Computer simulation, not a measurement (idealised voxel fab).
The following is a process module called voxel transistor to metal.
Cross-sectional view cut (width: 215 nm; square cell size: 5 nm).
If you're reading a cross-section in this doc, picture square cells in a grid; it comes to you as bands, top ones listed first down to the bottom, and a band can be one or more rows of cells.
Heights first: top, then bottom, in nm. Then materials, left to right, each with a width in nm. "edge to edge" on a single material: fills the band edge to edge. "air": empty space.
Height 0 is the level under which the wafer as received is all one material. The lowest band goes on downwards, as in "0 down".
A width such as "30->40" changes by the same amount from each row of cells to the next, from the band's top row to its bottom row.
Basically "everything unchanged" means that step didn't change any cell in the cross-section.
"Closed void listing" lists enclosed empty spaces (at least 8 cells, no open path upward to the top), each as width x height at distance from the left edge, in nm.
The remark found on a step's line after its settings is issued by the simulator itself and pertains to that step.
overlay nm: how far to the right of its planned place the mask lay on this masked step (negative: to the left).
THE FOLLOWING LIST GIVES THE PLANNED PROCESS STEPS
1: RECEIVE, material Si
2: CONFORMAL_DEP, material SiO2, thk nm 5
3: CONFORMAL_DEP, material SiN, thk nm 10
4: MASKED_ETCH, tone cover, mask id ACTIVE, width nm 105, etch materials SiN, depth nm 10, overlay nm 0
5: MASKED_ETCH, tone cover, mask id ACTIVE, width nm 105, etch materials SiO2, depth nm 5, overlay nm -15
6: MASKED_ETCH, tone cover, mask id ACTIVE, width nm 105, etch materials Si, depth nm 20, overlay nm 0
7: FILL_DEP, material SiO2, thk nm 10
8: CMP, height nm 15
9: SELECTIVE_ETCH, etch materials SiO2, depth nm 10
10: STRIP, etch materials SiN
11: SELECTIVE_ETCH, etch materials SiO2, depth nm 5
12: OXIDIZE, depth nm 5
13: DIRECTIONAL_DEP, material polySi, thk nm 30
14: DIRECTIONAL_DEP, material SiCN, thk nm 10
15: PATTERN, tone cover, mask id GATE, material resist, width nm 25, thk nm 20, overlay nm 0
16: DIRECTIONAL_ETCH, etch materials SiCN, depth nm 20
17: DIRECTIONAL_ETCH, etch materials polySi, depth nm 40
18: STRIP, etch materials resist
19: CONFORMAL_DEP, material SiN, thk nm 5
20: DIRECTIONAL_ETCH, etch materials SiN, depth nm 5
21: DIRECTIONAL_ETCH, etch materials SiO2, depth nm 5
22: EPI, material pSi, thk nm 5
23: FILL_DEP, material SiO2, thk nm 10
24: CMP, height nm 30
25: STRIP, etch materials polySi
26: SELECTIVE_ETCH, etch materials SiO2, depth nm 5
27: CONFORMAL_DEP, material HfO2, thk nm 5
28: CONFORMAL_DEP, material TiN, thk nm 5
29: FILL_DEP, material W, thk nm 5
30: CMP, height nm 25
31: DIRECTIONAL_DEP, material SiO2, thk nm 15
32: PATTERN, tone open, mask id CONTACT, material resist, width nm 15, pitch nm 70, thk nm 15, overlay nm 0
33: DIRECTIONAL_ETCH, etch materials SiO2, depth nm 40
34: STRIP, etch materials resist
35: CONFORMAL_DEP, material TiN, thk nm 5
36: FILL_DEP, material Ru, thk nm 5
37: CMP, height nm 40
38: DIRECTIONAL_DEP, material TiN, thk nm 5
39: DIRECTIONAL_DEP, material W, thk nm 15
40: DIRECTIONAL_DEP, material aC, thk nm 15
41: PATTERN, tone cover, mask id METAL_1, material resist, width nm 15, pitch nm 70, thk nm 35, overlay nm 0
42: DIRECTIONAL_ETCH, etch materials aC, depth nm 15
43: STRIP, etch materials resist
44: DIRECTIONAL_ETCH, etch materials W, depth nm 15
45: DIRECTIONAL_ETCH, etch materials TiN, depth nm 5
46: STRIP, etch materials aC
47: CONFORMAL_DEP, material SiCN, thk nm 5
48: FILL_DEP, material lowk, thk nm 5
49: CMP, height nm 60
50: CONFORMAL_DEP, material SiN, thk nm 5
Among the wafers covered here, the point of difference is the overlay nm at step 5; their starting state is shared, and the plan presents the value of the first wafer.
FIRST OF SEVERAL WAFERS, RECEIVED AFTER STEP 1, IN CROSS-SECTION
    0 down: Si edge to edge
    Closed void listing: none
SO IN THIS TABLE EVERY WAFER GETS ITS OWN ROW, AND WHAT YOU SEE IS WHERE IT STANDS AT THE END OF THE MODULE: FOR EACH MATERIAL, HOW MANY CELLS IT PICKED UP (+) OR GAVE UP (-) SINCE WE RECEIVED IT, AND AFTER THAT ITS CLOSED VOIDS
overlay nm -15 | +17 HfO2 | +14 Ru | -100 Si | +49 SiCN | +53 SiN | +335 SiO2 | +51 TiN | +22 W | +99 lowk | +19 pSi | Closed void listing: none
overlay nm -10 | +17 HfO2 | +14 Ru | -103 Si | +49 SiCN | +53 SiN | +339 SiO2 | +51 TiN | +22 W | +99 lowk | +18 pSi | Closed void listing: none
overlay nm -5 | +17 HfO2 | +14 Ru | -106 Si | +49 SiCN | +53 SiN | +343 SiO2 | +51 TiN | +22 W | +99 lowk | +17 pSi | Closed void listing: none
overlay nm 0 | +17 HfO2 | +14 Ru | -109 Si | +49 SiCN | +53 SiN | +347 SiO2 | +51 TiN | +22 W | +99 lowk | +16 pSi | Closed void listing: none
overlay nm 5 | +17 HfO2 | +14 Ru | -106 Si | +49 SiCN | +53 SiN | +343 SiO2 | +51 TiN | +22 W | +99 lowk | +17 pSi | Closed void listing: none
overlay nm 10 | +17 HfO2 | +14 Ru | -103 Si | +49 SiCN | +53 SiN | +339 SiO2 | +51 TiN | +22 W | +99 lowk | +18 pSi | Closed void listing: none
overlay nm 15 | +17 HfO2 | +14 Ru | -100 Si | +49 SiCN | +53 SiN | +335 SiO2 | +51 TiN | +22 W | +99 lowk | +19 pSi | Closed void listing: none
